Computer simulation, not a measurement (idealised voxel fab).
Title: Process Module voxel lift off
Cross-sectional view cut (width: 240 nm; square cell size: 5 nm).
Heads up, the way a cross-section reads in here is a grid of square cells, handed over as bands from the top down, with every band being one or more rows of cells.
Heights first: top, then bottom, in nm. Then materials, left to right, each with a width in nm. "all across" on a single material: fills the band edge to edge. "air": empty space.
Heights are measured from 0, the level below which the as-received wafer is all one material; the lowest band has no bottom and continues downward, written as in "top 0, no bottom".
The width entry "30->40" should be interpreted row by row: the top row of cells in the band takes the first number, the bottom row takes the second number, and the change between adjacent rows is uniform throughout.
Step note "stayed the same" = no cross-section cell changed.
This entry, "Closed empty spaces", enumerates those empty regions of no fewer than 8 cells that possess no open connection to the top. Each region is reported in the form width x height at distance, the distance being taken from the left edge, with all three quantities expressed in nm.
Post-settings text on a step line: simulator's own remark regarding the step.
Regarding "overlay nm": on a step with a mask, it is the distance the mask lay to the right of its planned place; a negative value places it to the left.
**Set out below are the planned steps of the process**
- 1: op RECEIVE | material Si
- 2: op CONFORMAL_DEP | material Al2O3 | thk nm 5
- 3: op PATTERN | tone open | mask id LINES | material resist | width nm 25 | pitch nm 55 | thk nm 20 | overlay nm 0
- 4: op DIRECTIONAL_DEP | material Ru | thk nm 5
- 5: op STRIP | etch materials resist
- 6: op CONFORMAL_DEP | material SiN | thk nm 10
**As-received state of the wafer in cross-section, equivalent to post-step 1**
  top 0, no bottom  Si all across
  Closed empty spaces: none
**The first of the two wafers as seen in cross-section once the module was finished; processing followed the plan**
  top 20, bottom 15  70 nm air / 45 nm SiN / 10 nm air / 45 nm SiN / 70 nm air
  top 15, bottom 10  SiN all across
  top 10, bottom 5  80 nm SiN / 25 nm Ru / 30 nm SiN / 25 nm Ru / 80 nm SiN
  top 5, bottom 0  Al2O3 all across
  top 0, no bottom  Si all across
  Closed empty spaces: none
**What the second wafer looks like in cross-section once the module is done. Its start and its plan matched the first wafer's exactly; what differed was one mistake in how it was run**
  top 15, bottom 10  75 nm air / 35 nm SiN / 20 nm air / 35 nm SiN / 75 nm air
  top 10, bottom 5  80 nm SiN / 25 nm Ru / 30 nm SiN / 25 nm Ru / 80 nm SiN
  top 5, bottom 0  Al2O3 all across
  top 0, no bottom  Si all across
  Closed empty spaces: none
What was done differently from what was planned? for step 6, the planned setting was not used; the step was instead run as op CONFORMAL_DEP | material SiN | thk nm 5
The second wafer ends with more or fewer cells of some materials than the first, per final count: SiN: 52 fewer
